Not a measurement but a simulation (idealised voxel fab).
Name of the process module below: voxel wiring stack
Each square cell in cross-section cut measures 5 nm, and the section as a whole is 245 nm wide.
If you're reading a cross-section in this doc, picture square cells in a grid; it comes to you as bands, top ones listed first down to the bottom, and a band can be one or more rows of cells.
The band entry comprises the height of the band's top followed by the height of its bottom, expressed in nm, and subsequently the band's materials from left to right, each stated together with its width in nm. Where a single material is marked with the word "all across", that material fills the band from edge to edge. The word "blank" represents empty space.
Note: height 0 marks the level under which the wafer is uniformly one material as received. Lowest band unbounded below, written "0 -> down".
Width "30 to 40": first value at the band's top row of cells, second value at its bottom row, equal change from row to row.
Take "nothing got changed" at face value: in the step it is given for, the cross-section changed in none of its cells.
Each empty space that has no open way to the top and spans at least 8 cells appears under "Closed voids list" as width x height at distance, the distance counted from the left edge, all in nm.
Past the settings on a step's line: simulator remark, on that step.
overlay nm: step with mask; distance mask lay right of planned place; negative value = left of planned place.
[plan]
1) RECEIVE,material Si
2) CONFORMAL_DEP,material SiO2,thk nm 15
3) DIRECTIONAL_DEP,material TiN,thk nm 5
4) DIRECTIONAL_DEP,material Ru,thk nm 15
5) DIRECTIONAL_DEP,material aC,thk nm 15
6) PATTERN,tone cover,mask id METAL_1,material resist,width nm 30,pitch nm 50,thk nm 30,overlay nm 0
7) DIRECTIONAL_ETCH,etch materials aC,depth nm 15
8) STRIP,etch materials resist
9) DIRECTIONAL_ETCH,etch materials Ru,depth nm 15
10) DIRECTIONAL_ETCH,etch materials TiN,depth nm 5
11) STRIP,etch materials aC
12) FILL_DEP,material SiO2,thk nm 5
13) CMP,height nm 35
14) CONFORMAL_DEP,material SiCN,thk nm 5
15) DIRECTIONAL_DEP,material lowk,thk nm 30
16) PATTERN,tone open,mask id METAL_2,material resist,width nm 30,pitch nm 50,thk nm 15,overlay nm 0
17) DIRECTIONAL_ETCH,etch materials lowk,depth nm 15
18) STRIP,etch materials resist
19) PATTERN,tone open,mask id METAL_2_HOLES,material resist,width nm 15,pitch nm 50,thk nm 15,overlay nm 0
20) DIRECTIONAL_ETCH,etch materials lowk,depth nm 15
21) DIRECTIONAL_ETCH,etch materials SiCN,depth nm 5
22) STRIP,etch materials resist
23) CONFORMAL_DEP,material TiN,thk nm 5
24) FILL_DEP,material Cu,thk nm 10
25) CMP,height nm 70
26) CONFORMAL_DEP,material SiCN,thk nm 5
27) DIRECTIONAL_DEP,material lowk,thk nm 30
28) PATTERN,tone open,mask id METAL_3,material resist,width nm 30,pitch nm 50,thk nm 20,overlay nm 0
29) DIRECTIONAL_ETCH,etch materials lowk,depth nm 15
30) STRIP,etch materials resist
31) PATTERN,tone open,mask id METAL_3_HOLES,material resist,width nm 15,thk nm 15,overlay nm 0
32) DIRECTIONAL_ETCH,etch materials lowk,depth nm 15
33) DIRECTIONAL_ETCH,etch materials SiCN,depth nm 5
34) STRIP,etch materials resist
35) CONFORMAL_DEP,material TiN,thk nm 5
36) FILL_DEP,material Cu,thk nm 10
37) CMP,height nm 105
38) CONFORMAL_DEP,material SiN,thk nm 5
[First wafer of two (run as planned)]
[As-received wafer cross-section (after step 1)]
> 0 -> down = Si all across
> Closed voids list: none
[Wafer xsec, post step 2]
> 15 -> 0 = SiO2 all across
> Rest of section, below 0: as before.
[Wafer xsec, post step 3]
> 20 -> 15 = TiN all across
> Rest of section, below 15: as before.
[Wafer xsec, post step 4]
> 35 -> 20 = Ru all across
> Rest of section, below 20: as before.
[Wafer xsec, post step 5]
> 50 -> 35 = aC all across
> Rest of section, below 35: as before.
[Wafer xsec, post step 6]
> 80 -> 50 = 80 of blank | 30 of resist | 20 of blank | 30 of resist | 85 of blank
> Rest of section, below 50: as before.
[Wafer xsec, post step 7]
> 65 -> 50 = 80 of blank | 30 of resist | 20 of blank | 30 of resist | 85 of blank
> 50 -> 35 = 80 of blank | 30 of aC | 20 of blank | 30 of aC | 85 of blank
> Rest of section, below 35: as before.
[Wafer xsec, post step 8]
> 50 -> 35 = 80 of blank | 30 of aC | 20 of blank | 30 of aC | 85 of blank
> Rest of section, below 35: as before.
[Wafer xsec, post step 9]
> 50 -> 35 = 80 of blank | 30 of aC | 20 of blank | 30 of aC | 85 of blank
> 35 -> 20 = 80 of blank | 30 of Ru | 20 of blank | 30 of Ru | 85 of blank
> Rest of section, below 20: as before.
[Wafer xsec, post step 10]
> 50 -> 35 = 80 of blank | 30 of aC | 20 of blank | 30 of aC | 85 of blank
> 35 -> 20 = 80 of blank | 30 of Ru | 20 of blank | 30 of Ru | 85 of blank
> 20 -> 15 = 80 of blank | 30 of TiN | 20 of blank | 30 of TiN | 85 of blank
> Rest of section, below 15: as before.
[Wafer xsec, post step 11]
> 35 -> 20 = 80 of blank | 30 of Ru | 20 of blank | 30 of Ru | 85 of blank
> Rest of section, below 20: as before.
[Wafer xsec, post step 12]
> 40 -> 35 = SiO2 all across
> 35 -> 20 = 80 of SiO2 | 30 of Ru | 20 of SiO2 | 30 of Ru | 85 of SiO2
> 20 -> 15 = 80 of SiO2 | 30 of TiN | 20 of SiO2 | 30 of TiN | 85 of SiO2
> Rest of section, below 15: as before.
[Wafer xsec, post step 13]
> 35 -> 20 = 80 of SiO2 | 30 of Ru | 20 of SiO2 | 30 of Ru | 85 of SiO2
> Rest of section, below 20: as before.
[Wafer xsec, post step 14]
> 40 -> 35 = SiCN all across
> Rest of section, below 35: as before.
[Wafer xsec, post step 15]
> 70 -> 40 = lowk all across
> Rest of section, below 40: as before.
[Wafer xsec, post step 16]
> 85 -> 70 = 80 of resist | 30 of blank | 20 of resist | 30 of blank | 85 of resist
> Rest of section, below 70: as before.
[Wafer xsec, post step 17]
> 85 -> 70 = 80 of resist | 30 of blank | 20 of resist | 30 of blank | 85 of resist
> 70 -> 55 = 80 of lowk | 30 of blank | 20 of lowk | 30 of blank | 85 of lowk
> Rest of section, below 55: as before.
[Wafer xsec, post step 18]
> 70 -> 55 = 80 of lowk | 30 of blank | 20 of lowk | 30 of blank | 85 of lowk
> Rest of section, below 55: as before.
[Wafer xsec, post step 19]
> 85 -> 70 = 80 of resist | 15 of blank | 35 of resist | 15 of blank | 100 of resist
> 70 -> 55 = 80 of lowk | 15 of blank | 15 of resist | 20 of lowk | 15 of blank | 15 of resist | 85 of lowk
> Rest of section, below 55: as before.
[Wafer xsec, post step 20]
> 85 -> 70 = 80 of resist | 15 of blank | 35 of resist | 15 of blank | 100 of resist
> 70 -> 55 = 80 of lowk | 15 of blank | 15 of resist | 20 of lowk | 15 of blank | 15 of resist | 85 of lowk
> 55 -> 40 = 80 of lowk | 15 of blank | 35 of lowk | 15 of blank | 100 of lowk
> Rest of section, below 40: as before.
[Wafer xsec, post step 21]
> 85 -> 70 = 80 of resist | 15 of blank | 35 of resist | 15 of blank | 100 of resist
> 70 -> 55 = 80 of lowk | 15 of blank | 15 of resist | 20 of lowk | 15 of blank | 15 of resist | 85 of lowk
> 55 -> 40 = 80 of lowk | 15 of blank | 35 of lowk | 15 of blank | 100 of lowk
> 40 -> 35 = 80 of SiCN | 15 of blank | 35 of SiCN | 15 of blank | 100 of SiCN
> Rest of section, below 35: as before.
[Wafer xsec, post step 22]
> 70 -> 55 = 80 of lowk | 30 of blank | 20 of lowk | 30 of blank | 85 of lowk
> Rest of section, below 55: as before.
[Wafer xsec, post step 23]
> 75 -> 70 = 85 of TiN | 20 of blank | 30 of TiN | 20 of blank | 90 of TiN
> 70 -> 60 = 80 of lowk | 5 of TiN | 20 of blank | 5 of TiN | 20 of lowk | 5 of TiN | 20 of blank | 5 of TiN | 85 of lowk
> 60 -> 55 = 80 of lowk | 5 of TiN | 5 of blank | 20 of TiN | 20 of lowk | 5 of TiN | 5 of blank | 20 of TiN | 85 of lowk
> 55 -> 40 = 80 of lowk | 5 of TiN | 5 of blank | 5 of TiN | 35 of lowk | 5 of TiN | 5 of blank | 5 of TiN | 100 of lowk
> 40 -> 35 = 80 of SiCN | 15 of TiN | 35 of SiCN | 15 of TiN | 100 of SiCN
> Rest of section, below 35: as before.
[Wafer xsec, post step 24]
> 85 -> 75 = Cu all across
> 75 -> 70 = 85 of TiN | 20 of Cu | 30 of TiN | 20 of Cu | 90 of TiN
> 70 -> 60 = 80 of lowk | 5 of TiN | 20 of Cu | 5 of TiN | 20 of lowk | 5 of TiN | 20 of Cu | 5 of TiN | 85 of lowk
> 60 -> 55 = 80 of lowk | 5 of TiN | 5 of Cu | 20 of TiN | 20 of lowk | 5 of TiN | 5 of Cu | 20 of TiN | 85 of lowk
> 55 -> 40 = 80 of lowk | 5 of TiN | 5 of Cu | 5 of TiN | 35 of lowk | 5 of TiN | 5 of Cu | 5 of TiN | 100 of lowk
> Rest of section, below 40: as before.
[Wafer xsec, post step 25]
> 70 -> 60 = 80 of lowk | 5 of TiN | 20 of Cu | 5 of TiN | 20 of lowk | 5 of TiN | 20 of Cu | 5 of TiN | 85 of lowk
> Rest of section, below 60: as before.
[Wafer xsec, post step 26]
> 75 -> 70 = SiCN all across
> Rest of section, below 70: as before.
[Wafer xsec, post step 27]
> 105 -> 75 = lowk all across
> Rest of section, below 75: as before.
[Wafer xsec, post step 28]
> 125 -> 105 = 80 of resist | 30 of blank | 20 of resist | 30 of blank | 85 of resist
> Rest of section, below 105: as before.
[Wafer xsec, post step 29]
> 125 -> 105 = 80 of resist | 30 of blank | 20 of resist | 30 of blank | 85 of resist
> 105 -> 90 = 80 of lowk | 30 of blank | 20 of lowk | 30 of blank | 85 of lowk
> Rest of section, below 90: as before.
[Wafer xsec, post step 30]
> 105 -> 90 = 80 of lowk | 30 of blank | 20 of lowk | 30 of blank | 85 of lowk
> Rest of section, below 90: as before.
[Wafer xsec, post step 31]
> 120 -> 105 = 80 of resist | 15 of blank | 150 of resist
> 105 -> 90 = 80 of lowk | 15 of blank | 15 of resist | 20 of lowk | 30 of resist | 85 of lowk
> Rest of section, below 90: as before.
[Wafer xsec, post step 32]
> 120 -> 105 = 80 of resist | 15 of blank | 150 of resist
> 105 -> 90 = 80 of lowk | 15 of blank | 15 of resist | 20 of lowk | 30 of resist | 85 of lowk
> 90 -> 75 = 80 of lowk | 15 of blank | 150 of lowk
> Rest of section, below 75: as before.
[Wafer xsec, post step 33]
> 120 -> 105 = 80 of resist | 15 of blank | 150 of resist
> 105 -> 90 = 80 of lowk | 15 of blank | 15 of resist | 20 of lowk | 30 of resist | 85 of lowk
> 90 -> 75 = 80 of lowk | 15 of blank | 150 of lowk
> 75 -> 70 = 80 of SiCN | 15 of blank | 150 of SiCN
> Rest of section, below 70: as before.
[Wafer xsec, post step 34]
> 105 -> 90 = 80 of lowk | 30 of blank | 20 of lowk | 30 of blank | 85 of lowk
> Rest of section, below 90: as before.
[Wafer xsec, post step 35]
> 110 -> 105 = 85 of TiN | 20 of blank | 30 of TiN | 20 of blank | 90 of TiN
> 105 -> 95 = 80 of lowk | 5 of TiN | 20 of blank | 5 of TiN | 20 of lowk | 5 of TiN | 20 of blank | 5 of TiN | 85 of lowk
> 95 -> 90 = 80 of lowk | 5 of TiN | 5 of blank | 20 of TiN | 20 of lowk | 30 of TiN | 85 of lowk
> 90 -> 75 = 80 of lowk | 5 of TiN | 5 of blank | 5 of TiN | 150 of lowk
> 75 -> 70 = 80 of SiCN | 15 of TiN | 150 of SiCN
> Rest of section, below 70: as before.
[Wafer xsec, post step 36]
> 120 -> 110 = Cu all across
> 110 -> 105 = 85 of TiN | 20 of Cu | 30 of TiN | 20 of Cu | 90 of TiN
> 105 -> 95 = 80 of lowk | 5 of TiN | 20 of Cu | 5 of TiN | 20 of lowk | 5 of TiN | 20 of Cu | 5 of TiN | 85 of lowk
> 95 -> 90 = 80 of lowk | 5 of TiN | 5 of Cu | 20 of TiN | 20 of lowk | 30 of TiN | 85 of lowk
> 90 -> 75 = 80 of lowk | 5 of TiN | 5 of Cu | 5 of TiN | 150 of lowk
> Rest of section, below 75: as before.
[Wafer xsec, post step 37]
> 105 -> 95 = 80 of lowk | 5 of TiN | 20 of Cu | 5 of TiN | 20 of lowk | 5 of TiN | 20 of Cu | 5 of TiN | 85 of lowk
> Rest of section, below 95: as before.
[Wafer xsec, post step 38]
> 110 -> 105 = SiN all across
> Rest of section, below 105: as before.
[Second wafer: same start and same plan as the first, one execution error; identical to the first through step 18]
[Second wafer: cross-section at the scheduled end of step 19]
> 85 -> 70 = 70 of resist | 15 of blank | 35 of resist | 15 of blank | 110 of resist
> 70 -> 55 = 80 of lowk | 5 of blank | 25 of resist | 20 of lowk | 5 of blank | 25 of resist | 85 of lowk
> Rest of section, below 55: as before.
[Second wafer: cross-section at the scheduled end of step 20]
> 85 -> 70 = 70 of resist | 15 of blank | 35 of resist | 15 of blank | 110 of resist
> 70 -> 55 = 70 of lowk | 15 of blank | 25 of resist | 10 of lowk | 15 of blank | 25 of resist | 85 of lowk
> 55 -> 40 = 80 of lowk | 5 of blank | 45 of lowk | 5 of blank | 110 of lowk
> Rest of section, below 40: as before.
[Second wafer: cross-section at the scheduled end of step 21]
> 85 -> 70 = 70 of resist | 15 of blank | 35 of resist | 15 of blank | 110 of resist
> 70 -> 55 = 70 of lowk | 15 of blank | 25 of resist | 10 of lowk | 15 of blank | 25 of resist | 85 of lowk
> 55 -> 40 = 80 of lowk | 5 of blank | 45 of lowk | 5 of blank | 110 of lowk
> 40 -> 35 = 80 of SiCN | 5 of blank | 45 of SiCN | 5 of blank | 110 of SiCN
> Rest of section, below 35: as before.
[Second wafer: cross-section at the scheduled end of step 22]
> 70 -> 55 = 70 of lowk | 40 of blank | 10 of lowk | 40 of blank | 85 of lowk
> Rest of section, below 55: as before.
[Second wafer: cross-section at the scheduled end of step 23]
> 75 -> 70 = 75 of TiN | 30 of blank | 20 of TiN | 30 of blank | 90 of TiN
> 70 -> 60 = 70 of lowk | 5 of TiN | 30 of blank | 5 of TiN | 10 of lowk | 5 of TiN | 30 of blank | 5 of TiN | 85 of lowk
> 60 -> 55 = 70 of lowk | 40 of TiN | 10 of lowk | 40 of TiN | 85 of lowk
> 55 -> 40 = 80 of lowk | 5 of TiN | 45 of lowk | 5 of TiN | 110 of lowk
> 40 -> 35 = 80 of SiCN | 5 of TiN | 45 of SiCN | 5 of TiN | 110 of SiCN
> Rest of section, below 35: as before.
[Second wafer: cross-section at the scheduled end of step 24]
> 85 -> 75 = Cu all across
> 75 -> 70 = 75 of TiN | 30 of Cu | 20 of TiN | 30 of Cu | 90 of TiN
> 70 -> 60 = 70 of lowk | 5 of TiN | 30 of Cu | 5 of TiN | 10 of lowk | 5 of TiN | 30 of Cu | 5 of TiN | 85 of lowk
> Rest of section, below 60: as before.
[Second wafer: cross-section at the scheduled end of step 25]
> 70 -> 60 = 70 of lowk | 5 of TiN | 30 of Cu | 5 of TiN | 10 of lowk | 5 of TiN | 30 of Cu | 5 of TiN | 85 of lowk
> Rest of section, below 60: as before.
[Second wafer: cross-section at the scheduled end of step 26]
> 75 -> 70 = SiCN all across
> Rest of section, below 70: as before.
[Second wafer: cross-section at the scheduled end of step 27]
> 105 -> 75 = lowk all across
> Rest of section, below 75: as before.
[Second wafer: cross-section at the scheduled end of step 28]
> 125 -> 105 = 80 of resist | 30 of blank | 20 of resist | 30 of blank | 85 of resist
> Rest of section, below 105: as before.
[Second wafer: cross-section at the scheduled end of step 29]
> 125 -> 105 = 80 of resist | 30 of blank | 20 of resist | 30 of blank | 85 of resist
> 105 -> 90 = 80 of lowk | 30 of blank | 20 of lowk | 30 of blank | 85 of lowk
> Rest of section, below 90: as before.
[Second wafer: cross-section at the scheduled end of step 30]
> 105 -> 90 = 80 of lowk | 30 of blank | 20 of lowk | 30 of blank | 85 of lowk
> Rest of section, below 90: as before.
[Second wafer: cross-section at the scheduled end of step 31]
> 120 -> 105 = 80 of resist | 15 of blank | 150 of resist
> 105 -> 90 = 80 of lowk | 15 of blank | 15 of resist | 20 of lowk | 30 of resist | 85 of lowk
> Rest of section, below 90: as before.
[Second wafer: cross-section at the scheduled end of step 32]
> 120 -> 105 = 80 of resist | 15 of blank | 150 of resist
> 105 -> 90 = 80 of lowk | 15 of blank | 15 of resist | 20 of lowk | 30 of resist | 85 of lowk
> 90 -> 75 = 80 of lowk | 15 of blank | 150 of lowk
> Rest of section, below 75: as before.
[Second wafer: cross-section at the scheduled end of step 33]
> 120 -> 105 = 80 of resist | 15 of blank | 150 of resist
> 105 -> 90 = 80 of lowk | 15 of blank | 15 of resist | 20 of lowk | 30 of resist | 85 of lowk
> 90 -> 75 = 80 of lowk | 15 of blank | 150 of lowk
> 75 -> 70 = 80 of SiCN | 15 of blank | 150 of SiCN
> Rest of section, below 70: as before.
[Second wafer: cross-section at the scheduled end of step 34]
> 105 -> 90 = 80 of lowk | 30 of blank | 20 of lowk | 30 of blank | 85 of lowk
> Rest of section, below 90: as before.
[Second wafer: cross-section at the scheduled end of step 35]
> 110 -> 105 = 85 of TiN | 20 of blank | 30 of TiN | 20 of blank | 90 of TiN
> 105 -> 95 = 80 of lowk | 5 of TiN | 20 of blank | 5 of TiN | 20 of lowk | 5 of TiN | 20 of blank | 5 of TiN | 85 of lowk
> 95 -> 90 = 80 of lowk | 5 of TiN | 5 of blank | 20 of TiN | 20 of lowk | 30 of TiN | 85 of lowk
> 90 -> 75 = 80 of lowk | 5 of TiN | 5 of blank | 5 of TiN | 150 of lowk
> 75 -> 70 = 80 of SiCN | 15 of TiN | 150 of SiCN
> Rest of section, below 70: as before.
[Second wafer: cross-section at the scheduled end of step 36]
> 120 -> 110 = Cu all across
> 110 -> 105 = 85 of TiN | 20 of Cu | 30 of TiN | 20 of Cu | 90 of TiN
> 105 -> 95 = 80 of lowk | 5 of TiN | 20 of Cu | 5 of TiN | 20 of lowk | 5 of TiN | 20 of Cu | 5 of TiN | 85 of lowk
> 95 -> 90 = 80 of lowk | 5 of TiN | 5 of Cu | 20 of TiN | 20 of lowk | 30 of TiN | 85 of lowk
> 90 -> 75 = 80 of lowk | 5 of TiN | 5 of Cu | 5 of TiN | 150 of lowk
> Rest of section, below 75: as before.
[Second wafer: cross-section at the scheduled end of step 37]
> 105 -> 95 = 80 of lowk | 5 of TiN | 20 of Cu | 5 of TiN | 20 of lowk | 5 of TiN | 20 of Cu | 5 of TiN | 85 of lowk
> Rest of section, below 95: as before.
[Second wafer: cross-section at the scheduled end of step 38]
> 110 -> 105 = SiN all across
> Rest of section, below 105: as before.
What was done differently from what was planned? in deviation from the planned setting, step 19 was conducted as PATTERN,tone open,mask id METAL_2_HOLES,material resist,width nm 15,pitch nm 50,thk nm 15,overlay nm -10
Final comparison by cell count, materials where the second wafer has more or fewer than the first: 4 more of SiCN, 4 fewer of TiN
